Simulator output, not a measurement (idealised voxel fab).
Module name: voxel trench capacitor (process module)
Cross-section cut: width 280 nm, square cells of 5 nm.
A cross-section in this document is a grid of square cells, and it is written down as bands, the top band listed before the ones below it; a band is made up of one or more rows of cells.
Band entry format. Leading values: height of top, height of bottom, nm. Remainder: materials in left-to-right order, each with its width in nm. Special words: "edge to edge" on a single material, which then fills the band edge to edge; "empty", empty space.
Heads up on the height convention: 0 is the point under which the incoming wafer is all one material, and the lowest band has no bottom, it just keeps going down, like "top 0, no bottom".
Width spec "30..40" -> top row of cells at first value, bottom row at second value, equal per-row change in between.
Key: "everything unchanged" - step with no changed cell in the cross-section.
Closed empty spaces: empty space of 8 cells or more with no open way to the top, each as width x height at its distance from the left edge, in nm
Note: text after step settings on the step line = simulator remark on that step.
"overlay nm" answers the question of how far to the right of plan the mask lay on a step that has a mask, and when it is negative the answer is to the left.
Below is the list of planned process steps
1: RECEIVE with material Si
2: CONFORMAL_DEP with material SiN, thk nm 10
3: DIRECTIONAL_DEP with material aC, thk nm 15
4: PATTERN with tone open, mask id TRENCH, material resist, width nm 30, pitch nm 45, thk nm 35, overlay nm 0
5: DIRECTIONAL_ETCH with etch materials aC, depth nm 15
6: STRIP with etch materials resist
7: DIRECTIONAL_ETCH with etch materials SiN, depth nm 10
8: DIRECTIONAL_ETCH with etch materials Si, depth nm 30
9: STRIP with etch materials aC
10: CONFORMAL_DEP with material HfO2, thk nm 5
11: CONFORMAL_DEP with material TiN, thk nm 5
12: FILL_DEP with material W, thk nm 10
13: CMP with height nm 10
So this is the incoming wafer in cross-section - it's already been through step 1
    top 0, no bottom = Si edge to edge
    Closed empty spaces: none
First of two wafers at the end of the module, shown in cross-section; run carried out as planned
    top 10, bottom 0 = 100 SiN | 5 HfO2 | 5 TiN | 10 W | 5 TiN | 5 HfO2 | 15 SiN | 5 HfO2 | 5 TiN | 10 W | 5 TiN | 5 HfO2 | 105 SiN
    top 0, bottom -20 = 100 Si | 5 HfO2 | 5 TiN | 10 W | 5 TiN | 5 HfO2 | 15 Si | 5 HfO2 | 5 TiN | 10 W | 5 TiN | 5 HfO2 | 105 Si
    top -20, bottom -25 = 100 Si | 5 HfO2 | 20 TiN | 5 HfO2 | 15 Si | 5 HfO2 | 20 TiN | 5 HfO2 | 105 Si
    top -25, bottom -30 = 100 Si | 30 HfO2 | 15 Si | 30 HfO2 | 105 Si
    top -30, no bottom = Si edge to edge
    Closed empty spaces: none
This cross-section belongs to the second wafer of two at the end of the module; the start and the plan were shared with the first, and the run included one mistake
    top 10, bottom 0 = 100 SiN | 5 HfO2 | 5 TiN | 10 W | 5 TiN | 5 HfO2 | 15 SiN | 5 HfO2 | 5 TiN | 10 W | 5 TiN | 5 HfO2 | 105 SiN
    top 0, bottom -50 = 100 Si | 5 HfO2 | 5 TiN | 10 W | 5 TiN | 5 HfO2 | 15 Si | 5 HfO2 | 5 TiN | 10 W | 5 TiN | 5 HfO2 | 105 Si
    top -50, bottom -55 = 100 Si | 5 HfO2 | 20 TiN | 5 HfO2 | 15 Si | 5 HfO2 | 20 TiN | 5 HfO2 | 105 Si
    top -55, bottom -60 = 100 Si | 30 HfO2 | 15 Si | 30 HfO2 | 105 Si
    top -60, no bottom = Si edge to edge
    Closed empty spaces: none
Heads up, the wafer didn't run the way we planned it: step 8 was run twice
Cell-count delta at end, second wafer over first, by material: +24 HfO2; -72 Si; +24 TiN; +24 W
